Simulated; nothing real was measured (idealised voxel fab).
This is a process module. Its name is voxel ribs on slabs.
Square cells of 5 nm make up the cross-section cut, whose width is 285 nm.
The cross-sections in this document take the form of a grid made of square cells. They are written out as bands, in order from top to bottom. Each band consists of one or more rows of cells.
Per band: top height and bottom height in nm, followed by the left-to-right materials and their widths in nm; "edge to edge" marks a single material spanning edge to edge, "air" marks empty space.
Basically, 0 is our baseline, since under it the wafer straight out of the box is all one material. The bottom band has no lower end and keeps on going down, so it looks like "top 0, no bottom".
Read "30 to 40" as a graded width: first number on top, second number at the bottom, same change between each pair of neighbouring rows.
Step note "nothing was modified" = no cross-section cell changed.
"Completely enclosed voids" specifies each empty space that is not open to the top and that occupies no fewer than 8 cells, using the form width x height at distance, the distance measured from the left edge and all three quantities in nm.
It should be noted that, on the line of a given step, the content following the step's settings is a remark produced by the simulator itself with respect to that step.
overlay nm: how far to the right of its planned place the mask lay on this masked step (negative: to the left).

### Below is the list of planned process steps
- 1: RECEIVE [material Si]
- 2: DIRECTIONAL_DEP [material SiO2] [thk nm 20]
- 3: DIRECTIONAL_DEP [material SiN] [thk nm 20]
- 4: MASKED_ETCH [tone cover] [mask id RIB] [width nm 20] [etch materials SiN] [depth nm 10] [overlay nm 0]
- 5: PATTERN [tone cover] [mask id SLAB] [material resist] [width nm 60] [thk nm 20] [overlay nm 0]
- 6: DIRECTIONAL_ETCH [etch materials SiN] [depth nm 10]
- 7: STRIP [etch materials resist]
- 8: FILL_DEP [material SiO2] [thk nm 20]
- 9: CMP [height nm 55]
- 10: DIRECTIONAL_DEP [material W] [thk nm 10]
- 11: MASKED_ETCH [tone cover] [mask id HEATER] [width nm 30] [etch materials W] [depth nm 10] [overlay nm 0]
- 12: CONFORMAL_DEP [material SiO2] [thk nm 10]

### The first wafer of two, processed as planned

### As received (post step 1): cross-section
> top 0, no bottom | Si edge to edge
> Completely enclosed voids: none

### Sectional view: wafer, after step 2
> top 20, bottom 0 | SiO2 edge to edge
> Everything under 0 stays put, no change at all.

### Sectional view: wafer, after step 3
> top 40, bottom 20 | SiN edge to edge
> Everything under 20 stays put, no change at all.

### Sectional view: wafer, after step 4
> top 40, bottom 30 | 130 of air | 20 of SiN | 135 of air
> Everything under 30 stays put, no change at all.

### Sectional view: wafer, after step 5
> top 60, bottom 40 | 110 of air | 60 of resist | 115 of air
> top 40, bottom 30 | 110 of air | 20 of resist | 20 of SiN | 20 of resist | 115 of air
> Everything under 30 stays put, no change at all.

### Sectional view: wafer, after step 6
> top 60, bottom 40 | 110 of air | 60 of resist | 115 of air
> top 40, bottom 30 | 110 of air | 20 of resist | 20 of SiN | 20 of resist | 115 of air
> top 30, bottom 20 | 110 of air | 60 of SiN | 115 of air
> Everything under 20 stays put, no change at all.

### Sectional view: wafer, after step 7
> top 40, bottom 30 | 130 of air | 20 of SiN | 135 of air
> Everything under 30 stays put, no change at all.

### Sectional view: wafer, after step 8
> top 60, bottom 40 | SiO2 edge to edge
> top 40, bottom 30 | 130 of SiO2 | 20 of SiN | 135 of SiO2
> top 30, bottom 20 | 110 of SiO2 | 60 of SiN | 115 of SiO2
> Everything under 20 stays put, no change at all.

### Sectional view: wafer, after step 9
> top 55, bottom 40 | SiO2 edge to edge
> Everything under 40 stays put, no change at all.

### Sectional view: wafer, after step 10
> top 65, bottom 55 | W edge to edge
> Everything under 55 stays put, no change at all.

### Sectional view: wafer, after step 11
> top 65, bottom 55 | 125 of air | 30 of W | 130 of air
> Everything under 55 stays put, no change at all.

### Sectional view: wafer, after step 12
> top 75, bottom 65 | 115 of air | 50 of SiO2 | 120 of air
> top 65, bottom 55 | 125 of SiO2 | 30 of W | 130 of SiO2
> Everything under 55 stays put, no change at all.

### Second wafer. Start and plan as for the first. One mistake made in running. Agrees with the first up to and including step 11

X-section, second wafer, when step 12 was due to finish: nothing was modified
Diagnosis: step 12 of the plan never got run, it was skipped over
at the end the second wafer has, in cells: -122 SiO2
